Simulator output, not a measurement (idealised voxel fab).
process module | voxel capacitor over wiring
cross-section cut | 160 nm wide | cells 5 nm
A cross-section is a grid of square cells, given in bands from the top down. A band is one or more rows of cells.
Each band's line starts with the height of the band's top and of its bottom, in nm. Then come its materials from left to right, each with its width in nm. One material with "throughout" fills the band from edge to edge. "air" is empty space.
Height 0 is the level under which the wafer as received is all one material. The lowest band goes on downwards, as in "0 down".
A width such as "30 to 40" changes by the same amount from each row of cells to the next, from the band's top row to its bottom row.
"no change" after a step means that no cell of the cross-section changed.
closed voids: empty space of 8 cells or more with no open way to the top, each as width x height at its distance from the left edge, in nm
after a step's settings: what the simulator itself notes on the step
overlay nm, on a step with a mask: how far to the right of its planned place the mask lay; to the left if negative
plan
1 op RECEIVE | material Si
2 op CONFORMAL_DEP | material SiO2 | thk nm 15
3 op CONFORMAL_DEP | material SiN | thk nm 5
4 op DIRECTIONAL_DEP | material lowk | thk nm 20
5 op DIRECTIONAL_DEP | material aC | thk nm 10
6 op PATTERN | tone open | mask id METAL_1 | material resist | width nm 30 | pitch nm 95 | thk nm 30 | overlay nm 0
7 op DIRECTIONAL_ETCH | etch materials aC | depth nm 10
8 op STRIP | etch materials resist
9 op DIRECTIONAL_ETCH | etch materials lowk | depth nm 20
10 op DIRECTIONAL_ETCH | etch materials SiN | depth nm 5
11 op STRIP | etch materials aC
12 op CONFORMAL_DEP | material TiN | thk nm 5
13 op FILL_DEP | material W | thk nm 10
14 op CMP | height nm 40
15 op CONFORMAL_DEP | material SiCN | thk nm 5
16 op DIRECTIONAL_DEP | material SiO2 | thk nm 10
17 op DIRECTIONAL_DEP | material aC | thk nm 15
18 op PATTERN | tone open | mask id PLUG_1 | material resist | width nm 15 | thk nm 35 | overlay nm 0
19 op DIRECTIONAL_ETCH | etch materials aC | depth nm 15
20 op STRIP | etch materials resist
21 op DIRECTIONAL_ETCH | etch materials SiO2 | depth nm 10
22 op DIRECTIONAL_ETCH | etch materials SiCN | depth nm 5
23 op STRIP | etch materials aC
24 op CONFORMAL_DEP | material TiN | thk nm 5
25 op FILL_DEP | material W | thk nm 5
26 op CMP | height nm 55
27 op DIRECTIONAL_DEP | material TiN | thk nm 5
28 op DIRECTIONAL_DEP | material HfO2 | thk nm 5
29 op DIRECTIONAL_DEP | material TiN | thk nm 10
30 op PATTERN | tone cover | mask id UPPER_PLATE | material resist | width nm 70 | thk nm 15 | overlay nm 0
31 op DIRECTIONAL_ETCH | etch materials TiN | depth nm 10
32 op DIRECTIONAL_ETCH | etch materials HfO2 | depth nm 5
33 op STRIP | etch materials resist
34 op DIRECTIONAL_DEP | material aC | thk nm 10
35 op PATTERN | tone cover | mask id LOWER_PLATE | material resist | width nm 80 | thk nm 30 | overlay nm 0
36 op DIRECTIONAL_ETCH | etch materials aC | depth nm 10
37 op STRIP | etch materials resist
38 op DIRECTIONAL_ETCH | etch materials TiN | depth nm 5
39 op STRIP | etch materials aC
40 op FILL_DEP | material SiO2 | thk nm 15
41 op CMP | height nm 85
42 op DIRECTIONAL_DEP | material aC | thk nm 15
43 op PATTERN | tone open | mask id PLUG_2 | material resist | width nm 15 | thk nm 35 | overlay nm 0
44 op DIRECTIONAL_ETCH | etch materials aC | depth nm 15
45 op STRIP | etch materials resist
46 op DIRECTIONAL_ETCH | etch materials SiO2 | depth nm 10
47 op STRIP | etch materials aC
48 op CONFORMAL_DEP | material TiN | thk nm 5
49 op FILL_DEP | material Cu | thk nm 10
50 op CMP | height nm 85
51 op CONFORMAL_DEP | material SiCN | thk nm 5
as received, after step 1
  0 down: Si throughout
  closed voids: none
first wafer at the end, as planned
  90 to 85: SiCN throughout
  85 to 80: SiO2 40 | TiN 5 | Cu 5 | TiN 5 | SiO2 105
  80 to 75: SiO2 40 | TiN 15 | SiO2 105
  75 to 65: SiO2 30 | TiN 70 | SiO2 60
  65 to 60: SiO2 30 | HfO2 70 | SiO2 60
  60 to 55: SiO2 25 | TiN 80 | SiO2 55
  55 to 45: SiO2 30 | TiN 5 | W 5 | TiN 5 | SiO2 115
  45 to 40: SiCN 30 | TiN 15 | SiCN 115
  40 to 20: lowk 15 | TiN 5 | W 20 | TiN 5 | lowk 65 | TiN 5 | W 20 | TiN 5 | lowk 20
  20 to 15: SiN 15 | TiN 30 | SiN 65 | TiN 30 | SiN 20
  15 to 0: SiO2 throughout
  0 down: Si throughout
  closed voids: none
second wafer at the end: like start, like plan, one mistake
  90 to 85: SiCN throughout
  85 to 80: SiO2 40 | TiN 5 | Cu 5 | TiN 5 | SiO2 105
  80 to 75: SiO2 40 | TiN 15 | SiO2 105
  75 to 70: SiO2 throughout
  70 to 60: SiO2 30 | TiN 70 | SiO2 60
  60 to 55: SiO2 25 | TiN 80 | SiO2 55
  55 to 45: SiO2 30 | TiN 5 | W 5 | TiN 5 | SiO2 115
  45 to 40: SiCN 30 | TiN 15 | SiCN 115
  40 to 20: lowk 15 | TiN 5 | W 20 | TiN 5 | lowk 65 | TiN 5 | W 20 | TiN 5 | lowk 20
  20 to 15: SiN 15 | TiN 30 | SiN 65 | TiN 30 | SiN 20
  15 to 0: SiO2 throughout
  0 down: Si throughout
  closed voids: none
what went wrong: step 28 was left out
at the end the second wafer has, in cells: 14 fewer of HfO2 | 14 more of SiO2
